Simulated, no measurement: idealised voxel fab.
process module | voxel wiring stack
cross-section cut | 285 nm wide | cells 5 nm
A cross-section is a grid of square cells, given in bands from the top down. A band is one or more rows of cells.
Each band's line starts with the height of the band's top and of its bottom, in nm. Then come its materials from left to right, each with its width in nm. One material with "throughout" fills the band from edge to edge. "air" is empty space.
Height 0 is the level under which the wafer as received is all one material. The lowest band goes on downwards, as in "0 down".
A width such as "30 to 40" changes by the same amount from each row of cells to the next, from the band's top row to its bottom row.
"no change" after a step means that no cell of the cross-section changed.
closed voids: empty space of 8 cells or more with no open way to the top, each as width x height at its distance from the left edge, in nm
after a step's settings: what the simulator itself notes on the step
overlay nm, on a step with a mask: how far to the right of its planned place the mask lay; to the left if negative
plan
1 op RECEIVE | material Si
2 op CONFORMAL_DEP | material SiO2 | thk nm 15
3 op CONFORMAL_DEP | material SiCN | thk nm 5
4 op DIRECTIONAL_DEP | material lowk | thk nm 25
5 op MASKED_ETCH | tone open | mask id METAL_1 | width nm 25 | pitch nm 50 | etch materials lowk | depth nm 25 | overlay nm 0
6 op MASKED_ETCH | tone open | mask id METAL_1 | width nm 25 | pitch nm 50 | etch materials SiCN | depth nm 5 | overlay nm 0
7 op CONFORMAL_DEP | material TiN | thk nm 5
8 op FILL_DEP | material Cu | thk nm 10
9 op CMP | height nm 45
10 op CONFORMAL_DEP | material SiCN | thk nm 5
11 op DIRECTIONAL_DEP | material lowk | thk nm 15
12 op DIRECTIONAL_DEP | material aC | thk nm 10
13 op PATTERN | tone open | mask id PLUG_1 | material resist | width nm 15 | pitch nm 50 | thk nm 25 | overlay nm 0
14 op DIRECTIONAL_ETCH | etch materials aC | depth nm 10
15 op STRIP | etch materials resist
16 op DIRECTIONAL_ETCH | etch materials lowk | depth nm 15
17 op DIRECTIONAL_ETCH | etch materials SiCN | depth nm 5
18 op STRIP | etch materials aC
19 op CONFORMAL_DEP | material TiN | thk nm 5
20 op FILL_DEP | material Cu | thk nm 5
21 op CMP | height nm 65
22 op CONFORMAL_DEP | material SiCN | thk nm 5
23 op DIRECTIONAL_DEP | material SiO2 | thk nm 25
24 op DIRECTIONAL_DEP | material aC | thk nm 15
25 op PATTERN | tone open | mask id METAL_2 | material resist | width nm 25 | pitch nm 50 | thk nm 30 | overlay nm 0
26 op DIRECTIONAL_ETCH | etch materials aC | depth nm 15
27 op STRIP | etch materials resist
28 op DIRECTIONAL_ETCH | etch materials SiO2 | depth nm 25
29 op DIRECTIONAL_ETCH | etch materials SiCN | depth nm 5
30 op STRIP | etch materials aC
31 op CONFORMAL_DEP | material TiN | thk nm 5
32 op FILL_DEP | material Cu | thk nm 10
33 op CMP | height nm 95
34 op EPI | material Ru | thk nm 5
35 op FILL_DEP | material SiCN | thk nm 5
36 op DIRECTIONAL_DEP | material SiO2 | thk nm 30
37 op MASKED_ETCH | tone open | mask id METAL_3_HOLES | width nm 15 | pitch nm 50 | etch materials SiO2 | depth nm 30 | overlay nm 0
38 op DIRECTIONAL_DEP | material aC | thk nm 15
39 op PATTERN | tone open | mask id METAL_3 | material resist | width nm 25 | pitch nm 50 | thk nm 30 | overlay nm 0
40 op DIRECTIONAL_ETCH | etch materials aC | depth nm 15
41 op STRIP | etch materials resist
42 op DIRECTIONAL_ETCH | etch materials SiO2 | depth nm 20
43 op DIRECTIONAL_ETCH | etch materials SiCN | depth nm 5
44 op STRIP | etch materials aC
45 op CONFORMAL_DEP | material TiN | thk nm 5
46 op FILL_DEP | material Cu | thk nm 10
47 op CMP | height nm 135
48 op CONFORMAL_DEP | material SiCN | thk nm 5
first wafer, as planned
as received, after step 1
  0 down: Si throughout
  closed voids: none
after step 2
  15 to 0: SiO2 throughout
  below 0: unchanged
after step 3
  20 to 15: SiCN throughout
  below 15: unchanged
after step 4
  45 to 20: lowk throughout
  below 20: unchanged
after step 5
  45 to 20: lowk 55 | air 25 | lowk 25 | air 25 | lowk 25 | air 25 | lowk 25 | air 25 | lowk 55
  below 20: unchanged
after step 6
  45 to 20: lowk 55 | air 25 | lowk 25 | air 25 | lowk 25 | air 25 | lowk 25 | air 25 | lowk 55
  20 to 15: SiCN 55 | air 25 | SiCN 25 | air 25 | SiCN 25 | air 25 | SiCN 25 | air 25 | SiCN 55
  below 15: unchanged
after step 7
  50 to 45: TiN 60 | air 15 | TiN 35 | air 15 | TiN 35 | air 15 | TiN 35 | air 15 | TiN 60
  45 to 20: lowk 55 | TiN 5 | air 15 | TiN 5 | lowk 25 | TiN 5 | air 15 | TiN 5 | lowk 25 | TiN 5 | air 15 | TiN 5 | lowk 25 | TiN 5 | air 15 | TiN 5 | lowk 55
  20 to 15: SiCN 55 | TiN 25 | SiCN 25 | TiN 25 | SiCN 25 | TiN 25 | SiCN 25 | TiN 25 | SiCN 55
  below 15: unchanged
after step 8
  60 to 50: Cu throughout
  50 to 45: TiN 60 | Cu 15 | TiN 35 | Cu 15 | TiN 35 | Cu 15 | TiN 35 | Cu 15 | TiN 60
  45 to 20: lowk 55 | TiN 5 | Cu 15 | TiN 5 | lowk 25 | TiN 5 | Cu 15 | TiN 5 | lowk 25 | TiN 5 | Cu 15 | TiN 5 | lowk 25 | TiN 5 | Cu 15 | TiN 5 | lowk 55
  below 20: unchanged
after step 9
  45 to 20: lowk 55 | TiN 5 | Cu 15 | TiN 5 | lowk 25 | TiN 5 | Cu 15 | TiN 5 | lowk 25 | TiN 5 | Cu 15 | TiN 5 | lowk 25 | TiN 5 | Cu 15 | TiN 5 | lowk 55
  below 20: unchanged
after step 10
  50 to 45: SiCN throughout
  below 45: unchanged
after step 11
  65 to 50: lowk throughout
  below 50: unchanged
after step 12
  75 to 65: aC throughout
  below 65: unchanged
after step 13
  100 to 75: resist 55 | air 15 | resist 35 | air 15 | resist 35 | air 15 | resist 35 | air 15 | resist 65
  below 75: unchanged
after step 14
  90 to 75: resist 55 | air 15 | resist 35 | air 15 | resist 35 | air 15 | resist 35 | air 15 | resist 65
  75 to 65: aC 55 | air 15 | aC 35 | air 15 | aC 35 | air 15 | aC 35 | air 15 | aC 65
  below 65: unchanged
after step 15
  75 to 65: aC 55 | air 15 | aC 35 | air 15 | aC 35 | air 15 | aC 35 | air 15 | aC 65
  below 65: unchanged
after step 16
  75 to 65: aC 55 | air 15 | aC 35 | air 15 | aC 35 | air 15 | aC 35 | air 15 | aC 65
  65 to 50: lowk 55 | air 15 | lowk 35 | air 15 | lowk 35 | air 15 | lowk 35 | air 15 | lowk 65
  below 50: unchanged
after step 17
  75 to 65: aC 55 | air 15 | aC 35 | air 15 | aC 35 | air 15 | aC 35 | air 15 | aC 65
  65 to 50: lowk 55 | air 15 | lowk 35 | air 15 | lowk 35 | air 15 | lowk 35 | air 15 | lowk 65
  50 to 45: SiCN 55 | air 15 | SiCN 35 | air 15 | SiCN 35 | air 15 | SiCN 35 | air 15 | SiCN 65
  below 45: unchanged
after step 18
  65 to 50: lowk 55 | air 15 | lowk 35 | air 15 | lowk 35 | air 15 | lowk 35 | air 15 | lowk 65
  below 50: unchanged
after step 19
  70 to 65: TiN 60 | air 5 | TiN 45 | air 5 | TiN 45 | air 5 | TiN 45 | air 5 | TiN 70
  65 to 50: lowk 55 | TiN 5 | air 5 | TiN 5 | lowk 35 | TiN 5 | air 5 | TiN 5 | lowk 35 | TiN 5 | air 5 | TiN 5 | lowk 35 | TiN 5 | air 5 | TiN 5 | lowk 65
  50 to 45: SiCN 55 | TiN 15 | SiCN 35 | TiN 15 | SiCN 35 | TiN 15 | SiCN 35 | TiN 15 | SiCN 65
  below 45: unchanged
after step 20
  75 to 70: Cu throughout
  70 to 65: TiN 60 | Cu 5 | TiN 45 | Cu 5 | TiN 45 | Cu 5 | TiN 45 | Cu 5 | TiN 70
  65 to 50: lowk 55 | TiN 5 | Cu 5 | TiN 5 | lowk 35 | TiN 5 | Cu 5 | TiN 5 | lowk 35 | TiN 5 | Cu 5 | TiN 5 | lowk 35 | TiN 5 | Cu 5 | TiN 5 | lowk 65
  below 50: unchanged
after step 21
  65 to 50: lowk 55 | TiN 5 | Cu 5 | TiN 5 | lowk 35 | TiN 5 | Cu 5 | TiN 5 | lowk 35 | TiN 5 | Cu 5 | TiN 5 | lowk 35 | TiN 5 | Cu 5 | TiN 5 | lowk 65
  below 50: unchanged
after step 22
  70 to 65: SiCN throughout
  below 65: unchanged
after step 23
  95 to 70: SiO2 throughout
  below 70: unchanged
after step 24
  110 to 95: aC throughout
  below 95: unchanged
after step 25
  140 to 110: resist 55 | air 25 | resist 25 | air 25 | resist 25 | air 25 | resist 25 | air 25 | resist 55
  below 110: unchanged
after step 26
  125 to 110: resist 55 | air 25 | resist 25 | air 25 | resist 25 | air 25 | resist 25 | air 25 | resist 55
  110 to 95: aC 55 | air 25 | aC 25 | air 25 | aC 25 | air 25 | aC 25 | air 25 | aC 55
  below 95: unchanged
after step 27
  110 to 95: aC 55 | air 25 | aC 25 | air 25 | aC 25 | air 25 | aC 25 | air 25 | aC 55
  below 95: unchanged
after step 28
  110 to 95: aC 55 | air 25 | aC 25 | air 25 | aC 25 | air 25 | aC 25 | air 25 | aC 55
  95 to 70: SiO2 55 | air 25 | SiO2 25 | air 25 | SiO2 25 | air 25 | SiO2 25 | air 25 | SiO2 55
  below 70: unchanged
after step 29
  110 to 95: aC 55 | air 25 | aC 25 | air 25 | aC 25 | air 25 | aC 25 | air 25 | aC 55
  95 to 70: SiO2 55 | air 25 | SiO2 25 | air 25 | SiO2 25 | air 25 | SiO2 25 | air 25 | SiO2 55
  70 to 65: SiCN 55 | air 25 | SiCN 25 | air 25 | SiCN 25 | air 25 | SiCN 25 | air 25 | SiCN 55
  below 65: unchanged
after step 30
  95 to 70: SiO2 55 | air 25 | SiO2 25 | air 25 | SiO2 25 | air 25 | SiO2 25 | air 25 | SiO2 55
  below 70: unchanged
after step 31
  100 to 95: TiN 60 | air 15 | TiN 35 | air 15 | TiN 35 | air 15 | TiN 35 | air 15 | TiN 60
  95 to 70: SiO2 55 | TiN 5 | air 15 | TiN 5 | SiO2 25 | TiN 5 | air 15 | TiN 5 | SiO2 25 | TiN 5 | air 15 | TiN 5 | SiO2 25 | TiN 5 | air 15 | TiN 5 | SiO2 55
  70 to 65: SiCN 55 | TiN 25 | SiCN 25 | TiN 25 | SiCN 25 | TiN 25 | SiCN 25 | TiN 25 | SiCN 55
  below 65: unchanged
after step 32
  110 to 100: Cu throughout
  100 to 95: TiN 60 | Cu 15 | TiN 35 | Cu 15 | TiN 35 | Cu 15 | TiN 35 | Cu 15 | TiN 60
  95 to 70: SiO2 55 | TiN 5 | Cu 15 | TiN 5 | SiO2 25 | TiN 5 | Cu 15 | TiN 5 | SiO2 25 | TiN 5 | Cu 15 | TiN 5 | SiO2 25 | TiN 5 | Cu 15 | TiN 5 | SiO2 55
  below 70: unchanged
after step 33
  95 to 70: SiO2 55 | TiN 5 | Cu 15 | TiN 5 | SiO2 25 | TiN 5 | Cu 15 | TiN 5 | SiO2 25 | TiN 5 | Cu 15 | TiN 5 | SiO2 25 | TiN 5 | Cu 15 | TiN 5 | SiO2 55
  below 70: unchanged
after step 34
  100 to 95: air 50 | Ru 35 | air 15 | Ru 35 | air 15 | Ru 35 | air 15 | Ru 35 | air 50
  below 95: unchanged
after step 35
  105 to 100: SiCN throughout
  100 to 95: SiCN 50 | Ru 35 | SiCN 15 | Ru 35 | SiCN 15 | Ru 35 | SiCN 15 | Ru 35 | SiCN 50
  below 95: unchanged
after step 36
  135 to 105: SiO2 throughout
  below 105: unchanged
after step 37
  135 to 105: SiO2 55 | air 15 | SiO2 35 | air 15 | SiO2 35 | air 15 | SiO2 35 | air 15 | SiO2 65
  below 105: unchanged
after step 38
  150 to 135: aC 55 | air 15 | aC 35 | air 15 | aC 35 | air 15 | aC 35 | air 15 | aC 65
  135 to 120: SiO2 55 | air 15 | SiO2 35 | air 15 | SiO2 35 | air 15 | SiO2 35 | air 15 | SiO2 65
  120 to 105: SiO2 55 | aC 15 | SiO2 35 | aC 15 | SiO2 35 | aC 15 | SiO2 35 | aC 15 | SiO2 65
  below 105: unchanged
after step 39
  180 to 150: resist 55 | air 25 | resist 25 | air 25 | resist 25 | air 25 | resist 25 | air 25 | resist 55
  below 150: unchanged
after step 40
  165 to 150: resist 55 | air 25 | resist 25 | air 25 | resist 25 | air 25 | resist 25 | air 25 | resist 55
  150 to 135: aC 55 | air 25 | aC 25 | air 25 | aC 25 | air 25 | aC 25 | air 25 | aC 55
  135 to 105: SiO2 55 | air 15 | SiO2 35 | air 15 | SiO2 35 | air 15 | SiO2 35 | air 15 | SiO2 65
  below 105: unchanged
after step 41
  150 to 135: aC 55 | air 25 | aC 25 | air 25 | aC 25 | air 25 | aC 25 | air 25 | aC 55
  below 135: unchanged
after step 42
  150 to 135: aC 55 | air 25 | aC 25 | air 25 | aC 25 | air 25 | aC 25 | air 25 | aC 55
  135 to 115: SiO2 55 | air 25 | SiO2 25 | air 25 | SiO2 25 | air 25 | SiO2 25 | air 25 | SiO2 55
  below 115: unchanged
after step 43
  150 to 135: aC 55 | air 25 | aC 25 | air 25 | aC 25 | air 25 | aC 25 | air 25 | aC 55
  135 to 115: SiO2 55 | air 25 | SiO2 25 | air 25 | SiO2 25 | air 25 | SiO2 25 | air 25 | SiO2 55
  115 to 105: SiO2 55 | air 15 | SiO2 35 | air 15 | SiO2 35 | air 15 | SiO2 35 | air 15 | SiO2 65
  105 to 100: SiCN 55 | air 15 | SiCN 35 | air 15 | SiCN 35 | air 15 | SiCN 35 | air 15 | SiCN 65
  below 100: unchanged
after step 44
  135 to 115: SiO2 55 | air 25 | SiO2 25 | air 25 | SiO2 25 | air 25 | SiO2 25 | air 25 | SiO2 55
  below 115: unchanged
after step 45
  140 to 135: TiN 60 | air 15 | TiN 35 | air 15 | TiN 35 | air 15 | TiN 35 | air 15 | TiN 60
  135 to 120: SiO2 55 | TiN 5 | air 15 | TiN 5 | SiO2 25 | TiN 5 | air 15 | TiN 5 | SiO2 25 | TiN 5 | air 15 | TiN 5 | SiO2 25 | TiN 5 | air 15 | TiN 5 | SiO2 55
  120 to 115: SiO2 55 | TiN 5 | air 5 | TiN 15 | SiO2 25 | TiN 5 | air 5 | TiN 15 | SiO2 25 | TiN 5 | air 5 | TiN 15 | SiO2 25 | TiN 5 | air 5 | TiN 15 | SiO2 55
  115 to 105: SiO2 55 | TiN 5 | air 5 | TiN 5 | SiO2 35 | TiN 5 | air 5 | TiN 5 | SiO2 35 | TiN 5 | air 5 | TiN 5 | SiO2 35 | TiN 5 | air 5 | TiN 5 | SiO2 65
  105 to 100: SiCN 55 | TiN 15 | SiCN 35 | TiN 15 | SiCN 35 | TiN 15 | SiCN 35 | TiN 15 | SiCN 65
  below 100: unchanged
after step 46
  150 to 140: Cu throughout
  140 to 135: TiN 60 | Cu 15 | TiN 35 | Cu 15 | TiN 35 | Cu 15 | TiN 35 | Cu 15 | TiN 60
  135 to 120: SiO2 55 | TiN 5 | Cu 15 | TiN 5 | SiO2 25 | TiN 5 | Cu 15 | TiN 5 | SiO2 25 | TiN 5 | Cu 15 | TiN 5 | SiO2 25 | TiN 5 | Cu 15 | TiN 5 | SiO2 55
  120 to 115: SiO2 55 | TiN 5 | Cu 5 | TiN 15 | SiO2 25 | TiN 5 | Cu 5 | TiN 15 | SiO2 25 | TiN 5 | Cu 5 | TiN 15 | SiO2 25 | TiN 5 | Cu 5 | TiN 15 | SiO2 55
  115 to 105: SiO2 55 | TiN 5 | Cu 5 | TiN 5 | SiO2 35 | TiN 5 | Cu 5 | TiN 5 | SiO2 35 | TiN 5 | Cu 5 | TiN 5 | SiO2 35 | TiN 5 | Cu 5 | TiN 5 | SiO2 65
  below 105: unchanged
after step 47
  135 to 120: SiO2 55 | TiN 5 | Cu 15 | TiN 5 | SiO2 25 | TiN 5 | Cu 15 | TiN 5 | SiO2 25 | TiN 5 | Cu 15 | TiN 5 | SiO2 25 | TiN 5 | Cu 15 | TiN 5 | SiO2 55
  below 120: unchanged
after step 48
  140 to 135: SiCN throughout
  below 135: unchanged
second wafer: like start, like plan, one mistake. Through step 4 it matches the first wafer
when step 5 should have ended
  45 to 20: lowk 60 | air 20 | lowk 30 | air 20 | lowk 30 | air 20 | lowk 30 | air 20 | lowk 55
  below 20: unchanged
when step 6 should have ended
  45 to 20: lowk 60 | air 20 | lowk 30 | air 20 | lowk 30 | air 20 | lowk 30 | air 20 | lowk 55
  20 to 15: SiCN 60 | air 20 | SiCN 30 | air 20 | SiCN 30 | air 20 | SiCN 30 | air 20 | SiCN 55
  below 15: unchanged
when step 7 should have ended
  50 to 45: TiN 65 | air 10 | TiN 40 | air 10 | TiN 40 | air 10 | TiN 40 | air 10 | TiN 60
  45 to 20: lowk 60 | TiN 5 | air 10 | TiN 5 | lowk 30 | TiN 5 | air 10 | TiN 5 | lowk 30 | TiN 5 | air 10 | TiN 5 | lowk 30 | TiN 5 | air 10 | TiN 5 | lowk 55
  20 to 15: SiCN 60 | TiN 20 | SiCN 30 | TiN 20 | SiCN 30 | TiN 20 | SiCN 30 | TiN 20 | SiCN 55
  below 15: unchanged
when step 8 should have ended
  60 to 50: Cu throughout
  50 to 45: TiN 65 | Cu 10 | TiN 40 | Cu 10 | TiN 40 | Cu 10 | TiN 40 | Cu 10 | TiN 60
  45 to 20: lowk 60 | TiN 5 | Cu 10 | TiN 5 | lowk 30 | TiN 5 | Cu 10 | TiN 5 | lowk 30 | TiN 5 | Cu 10 | TiN 5 | lowk 30 | TiN 5 | Cu 10 | TiN 5 | lowk 55
  below 20: unchanged
when step 9 should have ended
  45 to 20: lowk 60 | TiN 5 | Cu 10 | TiN 5 | lowk 30 | TiN 5 | Cu 10 | TiN 5 | lowk 30 | TiN 5 | Cu 10 | TiN 5 | lowk 30 | TiN 5 | Cu 10 | TiN 5 | lowk 55
  below 20: unchanged
when step 10 should have ended
  50 to 45: SiCN throughout
  below 45: unchanged
when step 11 should have ended
  65 to 50: lowk throughout
  below 50: unchanged
when step 12 should have ended
  75 to 65: aC throughout
  below 65: unchanged
when step 13 should have ended
  100 to 75: resist 55 | air 15 | resist 35 | air 15 | resist 35 | air 15 | resist 35 | air 15 | resist 65
  below 75: unchanged
when step 14 should have ended
  90 to 75: resist 55 | air 15 | resist 35 | air 15 | resist 35 | air 15 | resist 35 | air 15 | resist 65
  75 to 65: aC 55 | air 15 | aC 35 | air 15 | aC 35 | air 15 | aC 35 | air 15 | aC 65
  below 65: unchanged
when step 15 should have ended
  75 to 65: aC 55 | air 15 | aC 35 | air 15 | aC 35 | air 15 | aC 35 | air 15 | aC 65
  below 65: unchanged
when step 16 should have ended
  75 to 65: aC 55 | air 15 | aC 35 | air 15 | aC 35 | air 15 | aC 35 | air 15 | aC 65
  65 to 50: lowk 55 | air 15 | lowk 35 | air 15 | lowk 35 | air 15 | lowk 35 | air 15 | lowk 65
  below 50: unchanged
when step 17 should have ended
  75 to 65: aC 55 | air 15 | aC 35 | air 15 | aC 35 | air 15 | aC 35 | air 15 | aC 65
  65 to 50: lowk 55 | air 15 | lowk 35 | air 15 | lowk 35 | air 15 | lowk 35 | air 15 | lowk 65
  50 to 45: SiCN 55 | air 15 | SiCN 35 | air 15 | SiCN 35 | air 15 | SiCN 35 | air 15 | SiCN 65
  below 45: unchanged
when step 18 should have ended
  65 to 50: lowk 55 | air 15 | lowk 35 | air 15 | lowk 35 | air 15 | lowk 35 | air 15 | lowk 65
  below 50: unchanged
when step 19 should have ended
  70 to 65: TiN 60 | air 5 | TiN 45 | air 5 | TiN 45 | air 5 | TiN 45 | air 5 | TiN 70
  65 to 50: lowk 55 | TiN 5 | air 5 | TiN 5 | lowk 35 | TiN 5 | air 5 | TiN 5 | lowk 35 | TiN 5 | air 5 | TiN 5 | lowk 35 | TiN 5 | air 5 | TiN 5 | lowk 65
  50 to 45: SiCN 55 | TiN 15 | SiCN 35 | TiN 15 | SiCN 35 | TiN 15 | SiCN 35 | TiN 15 | SiCN 65
  below 45: unchanged
when step 20 should have ended
  75 to 70: Cu throughout
  70 to 65: TiN 60 | Cu 5 | TiN 45 | Cu 5 | TiN 45 | Cu 5 | TiN 45 | Cu 5 | TiN 70
  65 to 50: lowk 55 | TiN 5 | Cu 5 | TiN 5 | lowk 35 | TiN 5 | Cu 5 | TiN 5 | lowk 35 | TiN 5 | Cu 5 | TiN 5 | lowk 35 | TiN 5 | Cu 5 | TiN 5 | lowk 65
  below 50: unchanged
when step 21 should have ended
  65 to 50: lowk 55 | TiN 5 | Cu 5 | TiN 5 | lowk 35 | TiN 5 | Cu 5 | TiN 5 | lowk 35 | TiN 5 | Cu 5 | TiN 5 | lowk 35 | TiN 5 | Cu 5 | TiN 5 | lowk 65
  below 50: unchanged
when step 22 should have ended
  70 to 65: SiCN throughout
  below 65: unchanged
when step 23 should have ended
  95 to 70: SiO2 throughout
  below 70: unchanged
when step 24 should have ended
  110 to 95: aC throughout
  below 95: unchanged
when step 25 should have ended
  140 to 110: resist 55 | air 25 | resist 25 | air 25 | resist 25 | air 25 | resist 25 | air 25 | resist 55
  below 110: unchanged
when step 26 should have ended
  125 to 110: resist 55 | air 25 | resist 25 | air 25 | resist 25 | air 25 | resist 25 | air 25 | resist 55
  110 to 95: aC 55 | air 25 | aC 25 | air 25 | aC 25 | air 25 | aC 25 | air 25 | aC 55
  below 95: unchanged
when step 27 should have ended
  110 to 95: aC 55 | air 25 | aC 25 | air 25 | aC 25 | air 25 | aC 25 | air 25 | aC 55
  below 95: unchanged
when step 28 should have ended
  110 to 95: aC 55 | air 25 | aC 25 | air 25 | aC 25 | air 25 | aC 25 | air 25 | aC 55
  95 to 70: SiO2 55 | air 25 | SiO2 25 | air 25 | SiO2 25 | air 25 | SiO2 25 | air 25 | SiO2 55
  below 70: unchanged
when step 29 should have ended
  110 to 95: aC 55 | air 25 | aC 25 | air 25 | aC 25 | air 25 | aC 25 | air 25 | aC 55
  95 to 70: SiO2 55 | air 25 | SiO2 25 | air 25 | SiO2 25 | air 25 | SiO2 25 | air 25 | SiO2 55
  70 to 65: SiCN 55 | air 25 | SiCN 25 | air 25 | SiCN 25 | air 25 | SiCN 25 | air 25 | SiCN 55
  below 65: unchanged
when step 30 should have ended
  95 to 70: SiO2 55 | air 25 | SiO2 25 | air 25 | SiO2 25 | air 25 | SiO2 25 | air 25 | SiO2 55
  below 70: unchanged
when step 31 should have ended
  100 to 95: TiN 60 | air 15 | TiN 35 | air 15 | TiN 35 | air 15 | TiN 35 | air 15 | TiN 60
  95 to 70: SiO2 55 | TiN 5 | air 15 | TiN 5 | SiO2 25 | TiN 5 | air 15 | TiN 5 | SiO2 25 | TiN 5 | air 15 | TiN 5 | SiO2 25 | TiN 5 | air 15 | TiN 5 | SiO2 55
  70 to 65: SiCN 55 | TiN 25 | SiCN 25 | TiN 25 | SiCN 25 | TiN 25 | SiCN 25 | TiN 25 | SiCN 55
  below 65: unchanged
when step 32 should have ended
  110 to 100: Cu throughout
  100 to 95: TiN 60 | Cu 15 | TiN 35 | Cu 15 | TiN 35 | Cu 15 | TiN 35 | Cu 15 | TiN 60
  95 to 70: SiO2 55 | TiN 5 | Cu 15 | TiN 5 | SiO2 25 | TiN 5 | Cu 15 | TiN 5 | SiO2 25 | TiN 5 | Cu 15 | TiN 5 | SiO2 25 | TiN 5 | Cu 15 | TiN 5 | SiO2 55
  below 70: unchanged
when step 33 should have ended
  95 to 70: SiO2 55 | TiN 5 | Cu 15 | TiN 5 | SiO2 25 | TiN 5 | Cu 15 | TiN 5 | SiO2 25 | TiN 5 | Cu 15 | TiN 5 | SiO2 25 | TiN 5 | Cu 15 | TiN 5 | SiO2 55
  below 70: unchanged
when step 34 should have ended
  100 to 95: air 50 | Ru 35 | air 15 | Ru 35 | air 15 | Ru 35 | air 15 | Ru 35 | air 50
  below 95: unchanged
when step 35 should have ended
  105 to 100: SiCN throughout
  100 to 95: SiCN 50 | Ru 35 | SiCN 15 | Ru 35 | SiCN 15 | Ru 35 | SiCN 15 | Ru 35 | SiCN 50
  below 95: unchanged
when step 36 should have ended
  135 to 105: SiO2 throughout
  below 105: unchanged
when step 37 should have ended
  135 to 105: SiO2 55 | air 15 | SiO2 35 | air 15 | SiO2 35 | air 15 | SiO2 35 | air 15 | SiO2 65
  below 105: unchanged
when step 38 should have ended
  150 to 135: aC 55 | air 15 | aC 35 | air 15 | aC 35 | air 15 | aC 35 | air 15 | aC 65
  135 to 120: SiO2 55 | air 15 | SiO2 35 | air 15 | SiO2 35 | air 15 | SiO2 35 | air 15 | SiO2 65
  120 to 105: SiO2 55 | aC 15 | SiO2 35 | aC 15 | SiO2 35 | aC 15 | SiO2 35 | aC 15 | SiO2 65
  below 105: unchanged
when step 39 should have ended
  180 to 150: resist 55 | air 25 | resist 25 | air 25 | resist 25 | air 25 | resist 25 | air 25 | resist 55
  below 150: unchanged
when step 40 should have ended
  165 to 150: resist 55 | air 25 | resist 25 | air 25 | resist 25 | air 25 | resist 25 | air 25 | resist 55
  150 to 135: aC 55 | air 25 | aC 25 | air 25 | aC 25 | air 25 | aC 25 | air 25 | aC 55
  135 to 105: SiO2 55 | air 15 | SiO2 35 | air 15 | SiO2 35 | air 15 | SiO2 35 | air 15 | SiO2 65
  below 105: unchanged
when step 41 should have ended
  150 to 135: aC 55 | air 25 | aC 25 | air 25 | aC 25 | air 25 | aC 25 | air 25 | aC 55
  below 135: unchanged
when step 42 should have ended
  150 to 135: aC 55 | air 25 | aC 25 | air 25 | aC 25 | air 25 | aC 25 | air 25 | aC 55
  135 to 115: SiO2 55 | air 25 | SiO2 25 | air 25 | SiO2 25 | air 25 | SiO2 25 | air 25 | SiO2 55
  below 115: unchanged
when step 43 should have ended
  150 to 135: aC 55 | air 25 | aC 25 | air 25 | aC 25 | air 25 | aC 25 | air 25 | aC 55
  135 to 115: SiO2 55 | air 25 | SiO2 25 | air 25 | SiO2 25 | air 25 | SiO2 25 | air 25 | SiO2 55
  115 to 105: SiO2 55 | air 15 | SiO2 35 | air 15 | SiO2 35 | air 15 | SiO2 35 | air 15 | SiO2 65
  105 to 100: SiCN 55 | air 15 | SiCN 35 | air 15 | SiCN 35 | air 15 | SiCN 35 | air 15 | SiCN 65
  below 100: unchanged
when step 44 should have ended
  135 to 115: SiO2 55 | air 25 | SiO2 25 | air 25 | SiO2 25 | air 25 | SiO2 25 | air 25 | SiO2 55
  below 115: unchanged
when step 45 should have ended
  140 to 135: TiN 60 | air 15 | TiN 35 | air 15 | TiN 35 | air 15 | TiN 35 | air 15 | TiN 60
  135 to 120: SiO2 55 | TiN 5 | air 15 | TiN 5 | SiO2 25 | TiN 5 | air 15 | TiN 5 | SiO2 25 | TiN 5 | air 15 | TiN 5 | SiO2 25 | TiN 5 | air 15 | TiN 5 | SiO2 55
  120 to 115: SiO2 55 | TiN 5 | air 5 | TiN 15 | SiO2 25 | TiN 5 | air 5 | TiN 15 | SiO2 25 | TiN 5 | air 5 | TiN 15 | SiO2 25 | TiN 5 | air 5 | TiN 15 | SiO2 55
  115 to 105: SiO2 55 | TiN 5 | air 5 | TiN 5 | SiO2 35 | TiN 5 | air 5 | TiN 5 | SiO2 35 | TiN 5 | air 5 | TiN 5 | SiO2 35 | TiN 5 | air 5 | TiN 5 | SiO2 65
  105 to 100: SiCN 55 | TiN 15 | SiCN 35 | TiN 15 | SiCN 35 | TiN 15 | SiCN 35 | TiN 15 | SiCN 65
  below 100: unchanged
when step 46 should have ended
  150 to 140: Cu throughout
  140 to 135: TiN 60 | Cu 15 | TiN 35 | Cu 15 | TiN 35 | Cu 15 | TiN 35 | Cu 15 | TiN 60
  135 to 120: SiO2 55 | TiN 5 | Cu 15 | TiN 5 | SiO2 25 | TiN 5 | Cu 15 | TiN 5 | SiO2 25 | TiN 5 | Cu 15 | TiN 5 | SiO2 25 | TiN 5 | Cu 15 | TiN 5 | SiO2 55
  120 to 115: SiO2 55 | TiN 5 | Cu 5 | TiN 15 | SiO2 25 | TiN 5 | Cu 5 | TiN 15 | SiO2 25 | TiN 5 | Cu 5 | TiN 15 | SiO2 25 | TiN 5 | Cu 5 | TiN 15 | SiO2 55
  115 to 105: SiO2 55 | TiN 5 | Cu 5 | TiN 5 | SiO2 35 | TiN 5 | Cu 5 | TiN 5 | SiO2 35 | TiN 5 | Cu 5 | TiN 5 | SiO2 35 | TiN 5 | Cu 5 | TiN 5 | SiO2 65
  below 105: unchanged
when step 47 should have ended
  135 to 120: SiO2 55 | TiN 5 | Cu 15 | TiN 5 | SiO2 25 | TiN 5 | Cu 15 | TiN 5 | SiO2 25 | TiN 5 | Cu 15 | TiN 5 | SiO2 25 | TiN 5 | Cu 15 | TiN 5 | SiO2 55
  below 120: unchanged
when step 48 should have ended
  140 to 135: SiCN throughout
  below 135: unchanged
what went wrong: step 5 ran as: op MASKED_ETCH | tone open | mask id METAL_1 | width nm 20 | pitch nm 50 | etch materials lowk | depth nm 25 | overlay nm 0
at the end the second wafer has, in cells: 20 fewer of Cu | 4 more of SiCN | 4 fewer of TiN | 20 more of lowk
